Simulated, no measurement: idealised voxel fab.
The following is a process module called voxel local oxidation.
Cross-section cut: width 255 nm, square cells of 5 nm.
In this document a cross-section is written as a grid of square cells. It is given as a series of bands, listed from the top down, and a band is one or more rows of cells.
A band entry consists of two parts. The first gives the height of the band's top and the height of its bottom, in nm. The rest lists the band's materials from left to right, each with its width in nm. A single material labelled with the word "full width" fills the band from edge to edge, and the word "blank" marks empty space.
Height is counted from the level 0, under which the received wafer is composed throughout of one material. The lowest of the bands is not closed at the bottom but continues downward, in the notation "z 0 and below".
A width given as "30 to 40" starts at the first number in the band's top row and ends at the second number in its bottom row, shifting by an equal amount at every step from row to row.
Key: "identical to before" - step with no changed cell in the cross-section.
Listed in "Enclosed internal cavities": every empty space of 8 or more cells without an open way to the top. Form: width x height at distance, the distance being from the left edge, all in nm.
Formally, on a step line, whatever follows the settings is a remark that the simulator itself makes on the step.
overlay nm: where the mask lay relative to plan, measured to the right, on steps with a mask; negatives go left.
plan
step 1: RECEIVE: material Si
step 2: CONFORMAL_DEP: material SiO2, thk nm 5
step 3: CONFORMAL_DEP: material SiN, thk nm 10
step 4: PATTERN: tone cover, mask id ACTIVE, material resist, width nm 95, pitch nm 120, thk nm 20, overlay nm 0
step 5: DIRECTIONAL_ETCH: etch materials SiN, depth nm 10
step 6: STRIP: etch materials resist
step 7: SELECTIVE_ETCH: etch materials SiO2, depth nm 5
step 8: OXIDIZE: depth nm 10
step 9: STRIP: etch materials SiN
first wafer, as planned
Cross-section of the wafer as it came to us, i.e., already through step 1
    z 0 and below  Si full width
    Enclosed internal cavities: none
Cross-section of the wafer subsequent to step 2
    z 5 to 0  SiO2 full width
    Lower than 0, everything is as it was.
Cross-section of the wafer subsequent to step 3
    z 15 to 5  SiN full width
    Lower than 5, everything is as it was.
Cross-section of the wafer subsequent to step 4
    z 35 to 15  blank 20 / resist 95 / blank 25 / resist 95 / blank 20
    Lower than 15, everything is as it was.
Cross-section of the wafer subsequent to step 5
    z 35 to 15  blank 20 / resist 95 / blank 25 / resist 95 / blank 20
    z 15 to 5  blank 20 / SiN 95 / blank 25 / SiN 95 / blank 20
    Lower than 5, everything is as it was.
Cross-section of the wafer subsequent to step 6
    z 15 to 5  blank 20 / SiN 95 / blank 25 / SiN 95 / blank 20
    Lower than 5, everything is as it was.
Cross-section of the wafer subsequent to step 7
    z 15 to 5  blank 20 / SiN 95 / blank 25 / SiN 95 / blank 20
    z 5 to 0  blank 25 / SiO2 85 / blank 35 / SiO2 85 / blank 25
    Lower than 0, everything is as it was.
Cross-section of the wafer subsequent to step 8
    z 15 to 5  blank 20 / SiN 95 / blank 25 / SiN 95 / blank 20
    z 5 to 0  blank 25 / SiO2 85 / blank 35 / SiO2 85 / blank 25
    z 0 to -10  SiO2 35 / Si 65 / SiO2 55 / Si 65 / SiO2 35
    Lower than -10, everything is as it was.
Cross-section of the wafer subsequent to step 9
    z 5 to 0  blank 25 / SiO2 85 / blank 35 / SiO2 85 / blank 25
    Lower than 0, everything is as it was.
Wafer two. Same start, same plan, one slip in execution. Same as wafer one through step 7, inclusive
Cross-sectional view of the second wafer at the intended end time of process step 8
    z 15 to 5  blank 20 / SiN 95 / blank 25 / SiN 95 / blank 20
    z 5 to 0  blank 25 / SiO2 85 / blank 35 / SiO2 85 / blank 25
    z 0 to -20  SiO2 45 / Si 45 / SiO2 75 / Si 45 / SiO2 45
    Lower than -20, everything is as it was.
Cross-sectional view of the second wafer at the intended end time of process step 9
    z 5 to 0  blank 25 / SiO2 85 / blank 35 / SiO2 85 / blank 25
    Lower than 0, everything is as it was.
Processing error: step 8 ran differently from the plan; actual operation with settings: OXIDIZE: depth nm 20
at the end the second wafer has, in cells: -82 Si | +82 SiO2
